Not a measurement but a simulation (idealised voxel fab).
Documented hereafter: the process module known as voxel self aligned vias.
The cross-section shown here is cut; it is 190 nm wide and divided into square cells measuring 5 nm on a side.
Each cross-section below is a grid of square cells, stated as bands in top-down order, with one or more rows of cells making up each band. Each band's line starts with the height of the band's top and of its bottom, in nm. Then come its materials from left to right, each with its width in nm. One material with "everywhere" fills the band from edge to edge. "empty" is empty space. Height reference: 0 = level under which incoming wafer is all one material. Lowest band: no bottom, runs on downward, e.g. "z 0 and below". A width such as "30->40" changes by the same amount from each row of cells to the next, from the band's top row to its bottom row. Where a step carries "same as before", the cross-section came out of it unchanged, cell for cell. Voids not open to the top, 8 cells minimum: see "Non-vented voids". Written width x height at distance; distance is from the left edge; nm. On a step's line, text after the settings is the simulator commenting on that step. overlay nm: on a step with a mask, how far right of its planned place the mask lay; negative means left.
### Here's what the planned process steps look like
1: op RECEIVE | material Si
2: op CONFORMAL_DEP | material SiO2 | thk nm 15
3: op CONFORMAL_DEP | material SiCN | thk nm 5
4: op DIRECTIONAL_DEP | material SiO2 | thk nm 30
5: op DIRECTIONAL_DEP | material aC | thk nm 10
6: op PATTERN | tone open | mask id LINES | material resist | width nm 25 | pitch nm 75 | thk nm 30 | overlay nm -15
7: op DIRECTIONAL_ETCH | etch materials aC | depth nm 10
8: op STRIP | etch materials resist
9: op DIRECTIONAL_ETCH | etch materials SiO2 | depth nm 30
10: op STRIP | etch materials aC
11: op CONFORMAL_DEP | material TiN | thk nm 5
12: op FILL_DEP | material W | thk nm 10
13: op CMP | height nm 50
14: op SELECTIVE_ETCH | etch materials W Ru TiN | depth nm 5
15: op FILL_DEP | material SiN | thk nm 5
16: op CMP | height nm 50
17: op DIRECTIONAL_DEP | material SiO2 | thk nm 20
18: op MASKED_ETCH | tone open | mask id VIAS | width nm 45 | pitch nm 75 | etch materials SiO2 | depth nm 20 | overlay nm 0
19: op MASKED_ETCH | tone open | mask id VIAS | width nm 45 | pitch nm 75 | etch materials SiN | depth nm 5 | overlay nm 0
20: op CONFORMAL_DEP | material TiN | thk nm 5
21: op FILL_DEP | material W | thk nm 5
22: op CMP | height nm 70
23: op CONFORMAL_DEP | material SiCN | thk nm 5
For this document, wafers share an identical start and vary in the step 6 overlay nm; the plan quotes the first wafer's value.
### Received condition of the first of several wafers, sectioned: post-step 1
* z 0 and below: Si everywhere
* Non-vented voids: none
### Cross-section of the first of several wafers once the module has run through its last step, step 23
* z 75 to 70: SiCN everywhere
* z 70 to 55: 35 nm SiO2; 5 nm TiN; 35 nm W; 5 nm TiN; 30 nm SiO2; 5 nm TiN; 35 nm W; 5 nm TiN; 35 nm SiO2
* z 55 to 50: 35 nm SiO2; 5 nm TiN; 10 nm W; 30 nm TiN; 30 nm SiO2; 5 nm TiN; 10 nm W; 30 nm TiN; 35 nm SiO2
* z 50 to 45: 30 nm SiO2; 5 nm SiN; 20 nm TiN; 50 nm SiO2; 5 nm SiN; 20 nm TiN; 60 nm SiO2
* z 45 to 25: 30 nm SiO2; 5 nm TiN; 15 nm W; 5 nm TiN; 50 nm SiO2; 5 nm TiN; 15 nm W; 5 nm TiN; 60 nm SiO2
* z 25 to 20: 30 nm SiO2; 25 nm TiN; 50 nm SiO2; 25 nm TiN; 60 nm SiO2
* z 20 to 15: SiCN everywhere
* z 15 to 0: SiO2 everywhere
* z 0 and below: Si everywhere
* Non-vented voids: none
### Showing the last wafer in cross-section at the end of the module
* z 75 to 70: SiCN everywhere
* z 70 to 55: 35 nm SiO2; 5 nm TiN; 35 nm W; 5 nm TiN; 30 nm SiO2; 5 nm TiN; 35 nm W; 5 nm TiN; 35 nm SiO2
* z 55 to 50: 35 nm SiO2; 30 nm TiN; 10 nm W; 5 nm TiN; 30 nm SiO2; 30 nm TiN; 10 nm W; 5 nm TiN; 35 nm SiO2
* z 50 to 45: 60 nm SiO2; 20 nm TiN; 5 nm SiN; 50 nm SiO2; 20 nm TiN; 5 nm SiN; 30 nm SiO2
* z 45 to 25: 60 nm SiO2; 5 nm TiN; 15 nm W; 5 nm TiN; 50 nm SiO2; 5 nm TiN; 15 nm W; 5 nm TiN; 30 nm SiO2
* z 25 to 20: 60 nm SiO2; 25 nm TiN; 50 nm SiO2; 25 nm TiN; 30 nm SiO2
* z 20 to 15: SiCN everywhere
* z 15 to 0: SiO2 everywhere
* z 0 and below: Si everywhere
* Non-vented voids: none
### wafer rows; end of module; cells per material since receipt: (+) gained, (-) lost; then closed voids
overlay nm -15; +76 SiCN; +2 SiN; +362 SiO2; +60 TiN; +70 W; Non-vented voids: none
overlay nm -10; +76 SiCN; +362 SiO2; +60 TiN; +72 W; Non-vented voids: none
overlay nm -5; +76 SiCN; +362 SiO2; +60 TiN; +72 W; Non-vented voids: none
overlay nm 0; +76 SiCN; +362 SiO2; +60 TiN; +72 W; Non-vented voids: none
overlay nm 5; +76 SiCN; +362 SiO2; +60 TiN; +72 W; Non-vented voids: none
overlay nm 10; +76 SiCN; +362 SiO2; +60 TiN; +72 W; Non-vented voids: none
overlay nm 15; +76 SiCN; +2 SiN; +362 SiO2; +60 TiN; +70 W; Non-vented voids: none
